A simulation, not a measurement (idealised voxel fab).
process module | voxel self aligned vias
cross-section cut | 180 nm wide | cells 5 nm
A cross-section is a grid of square cells, given in bands from the top down. A band is one or more rows of cells.
Each band's line starts with the height of the band's top and of its bottom, in nm. Then come its materials from left to right, each with its width in nm. One material with "throughout" fills the band from edge to edge. "air" is empty space.
Height 0 is the level under which the wafer as received is all one material. The lowest band goes on downwards, as in "0 down".
A width such as "30 to 40" changes by the same amount from each row of cells to the next, from the band's top row to its bottom row.
"no change" after a step means that no cell of the cross-section changed.
closed voids: empty space of 8 cells or more with no open way to the top, each as width x height at its distance from the left edge, in nm
after a step's settings: what the simulator itself notes on the step
overlay nm, on a step with a mask: how far to the right of its planned place the mask lay; to the left if negative
plan
1 op RECEIVE | material Si
2 op CONFORMAL_DEP | material SiO2 | thk nm 10
3 op CONFORMAL_DEP | material SiCN | thk nm 5
4 op DIRECTIONAL_DEP | material lowk | thk nm 25
5 op MASKED_ETCH | tone open | mask id LINES | width nm 30 | pitch nm 75 | etch materials lowk | depth nm 25 | overlay nm 0
6 op CONFORMAL_DEP | material TiN | thk nm 5
7 op FILL_DEP | material Ru | thk nm 5
8 op CMP | height nm 40
9 op SELECTIVE_ETCH | etch materials W Ru TiN | depth nm 5
10 op FILL_DEP | material SiN | thk nm 5
11 op CMP | height nm 40
12 op DIRECTIONAL_DEP | material lowk | thk nm 20
13 op DIRECTIONAL_DEP | material aC | thk nm 15
14 op PATTERN | tone open | mask id VIAS | material resist | width nm 50 | pitch nm 75 | thk nm 30 | overlay nm 0
15 op DIRECTIONAL_ETCH | etch materials aC | depth nm 15
16 op STRIP | etch materials resist
17 op DIRECTIONAL_ETCH | etch materials lowk | depth nm 20
18 op DIRECTIONAL_ETCH | etch materials SiN | depth nm 5
19 op STRIP | etch materials aC
20 op CONFORMAL_DEP | material TiN | thk nm 5
21 op FILL_DEP | material Ru | thk nm 5
22 op CMP | height nm 60
23 op CONFORMAL_DEP | material SiN | thk nm 5
as received, after step 1
  0 down: Si throughout
  closed voids: none
a wafer at the end: this start, this plan, one mistake
  65 to 60: SiO2 throughout
  60 to 45: lowk 25 | TiN 5 | Ru 40 | TiN 5 | lowk 25 | TiN 5 | Ru 40 | TiN 5 | lowk 30
  45 to 40: lowk 25 | TiN 15 | Ru 20 | TiN 15 | lowk 25 | TiN 15 | Ru 20 | TiN 15 | lowk 30
  40 to 35: lowk 35 | TiN 30 | lowk 45 | TiN 30 | lowk 40
  35 to 20: lowk 35 | TiN 5 | Ru 20 | TiN 5 | lowk 45 | TiN 5 | Ru 20 | TiN 5 | lowk 40
  20 to 15: lowk 35 | TiN 30 | lowk 45 | TiN 30 | lowk 40
  15 to 10: SiCN throughout
  10 to 0: SiO2 throughout
  0 down: Si throughout
  closed voids: none
what went wrong: step 23 ran as: op CONFORMAL_DEP | material SiO2 | thk nm 5
